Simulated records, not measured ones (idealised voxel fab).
The process module that follows is named voxel gate over fins.
Square cells of 5 nm make up the cross-section cut, whose width is 275 nm.
In what follows, cross-sections appear as grids of square cells, described through bands that run from the top down, where every band is one or more rows of cells.
Read a band's entry like this: the first values are the height of its top and the height of its bottom in nm, and what follows is the sequence of materials from left to right, each with its width in nm. Note that "air" is empty space, and that a single material marked "throughout" reaches across the band from edge to edge.
Zero point of the height axis is 0; under it, received wafer = one material. Lowest band: continues down indefinitely, "from 0 down".
Width: "30->40" (first number = top row, second number = bottom row, same change from row to row of cells).
"everything unchanged", as given for a step, is the statement that not any cell of the cross-section underwent a change during that step.
So "Sealed cavities" is basically the list of trapped voids: any empty space of 8 cells or more that can't reach the top through an opening. They're written width x height at distance, the distance being from the left edge, and it's all nm.
What comes after the settings on a step's line is commentary from the simulator itself on that step.
overlay nm: on a step with a mask, how far right of its planned place the mask lay; negative means left.
[Here's what the planned process steps look like]
- 1: RECEIVE: material Si
- 2: CONFORMAL_DEP: material SiN, thk nm 10
- 3: DIRECTIONAL_DEP: material aC, thk nm 15
- 4: PATTERN: tone cover, mask id FINS, material resist, width nm 15, pitch nm 50, thk nm 35, overlay nm 0
- 5: DIRECTIONAL_ETCH: etch materials aC, depth nm 15
- 6: STRIP: etch materials resist
- 7: DIRECTIONAL_ETCH: etch materials SiN, depth nm 10
- 8: DIRECTIONAL_ETCH: etch materials Si, depth nm 40
- 9: STRIP: etch materials aC
- 10: OXIDIZE: depth nm 5
- 11: FILL_DEP: material SiO2, thk nm 15
- 12: CMP: height nm 10
- 13: MASKED_ETCH: tone open, mask id RAIL, width nm 15, etch materials SiO2, depth nm 45, overlay nm 0
- 14: CONFORMAL_DEP: material TiN, thk nm 5
- 15: FILL_DEP: material W, thk nm 10
- 16: CMP: height nm 10
- 17: SELECTIVE_ETCH: etch materials W Ru TiN, depth nm 30
- 18: FILL_DEP: material SiO2, thk nm 5
- 19: CMP: height nm 10
- 20: SELECTIVE_ETCH: etch materials SiO2, depth nm 20
- 21: STRIP: etch materials SiN
- 22: CONFORMAL_DEP: material HfO2, thk nm 5
- 23: CONFORMAL_DEP: material TiN, thk nm 5
- 24: CONFORMAL_DEP: material TiAl, thk nm 5
- 25: CONFORMAL_DEP: material TiN, thk nm 5
- 26: FILL_DEP: material W, thk nm 15
- 27: CMP: height nm 30
- 28: CONFORMAL_DEP: material SiCN, thk nm 10
[Shown in cross-section is the wafer as received, that is, as it stands after step 1]
- from 0 down: Si throughout
- Sealed cavities: none
[What the wafer looks like in cross-section after this module, when it starts as shown above and follows the plan above but one mistake is made in running it]
- from 40 to 30: SiCN throughout
- from 30 to 20: aC throughout
- from 20 to 15: 90 nm aC, then 45 nm TiN, then 5 nm aC, then 45 nm TiN, then 90 nm aC
- from 15 to 10: 90 nm aC, then 5 nm TiN, then 35 nm TiAl, then 5 nm TiN, then 5 nm aC, then 5 nm TiN, then 35 nm TiAl, then 5 nm TiN, then 90 nm aC
- from 10 to 5: 95 nm TiN, then 5 nm TiAl, then 25 nm TiN, then 5 nm TiAl, then 15 nm TiN, then 5 nm TiAl, then 25 nm TiN, then 5 nm TiAl, then 95 nm TiN
- from 5 to 0: 100 nm TiAl, then 5 nm TiN, then 15 nm HfO2, then 5 nm TiN, then 25 nm TiAl, then 5 nm TiN, then 15 nm HfO2, then 5 nm TiN, then 100 nm TiAl
- from 0 to -5: 105 nm TiN, then 5 nm HfO2, then 5 nm Si, then 5 nm HfO2, then 35 nm TiN, then 5 nm HfO2, then 5 nm Si, then 5 nm HfO2, then 105 nm TiN
- from -5 to -10: 110 nm HfO2, then 5 nm Si, then 45 nm HfO2, then 5 nm Si, then 110 nm HfO2
- from -10 to -20: 110 nm SiO2, then 5 nm Si, then 45 nm SiO2, then 5 nm Si, then 110 nm SiO2
- from -20 to -30: 110 nm SiO2, then 5 nm Si, then 15 nm SiO2, then 5 nm TiN, then 5 nm W, then 5 nm TiN, then 15 nm SiO2, then 5 nm Si, then 110 nm SiO2
- from -30 to -35: 110 nm SiO2, then 5 nm Si, then 15 nm SiO2, then 15 nm TiN, then 15 nm SiO2, then 5 nm Si, then 110 nm SiO2
- from -35 to -45: 110 nm SiO2, then 5 nm Si, then 45 nm SiO2, then 5 nm Si, then 110 nm SiO2
- from -45 down: Si throughout
- Sealed cavities: none
What was the processing mistake? not per plan at step 26, really ran FILL_DEP: material aC, thk nm 15
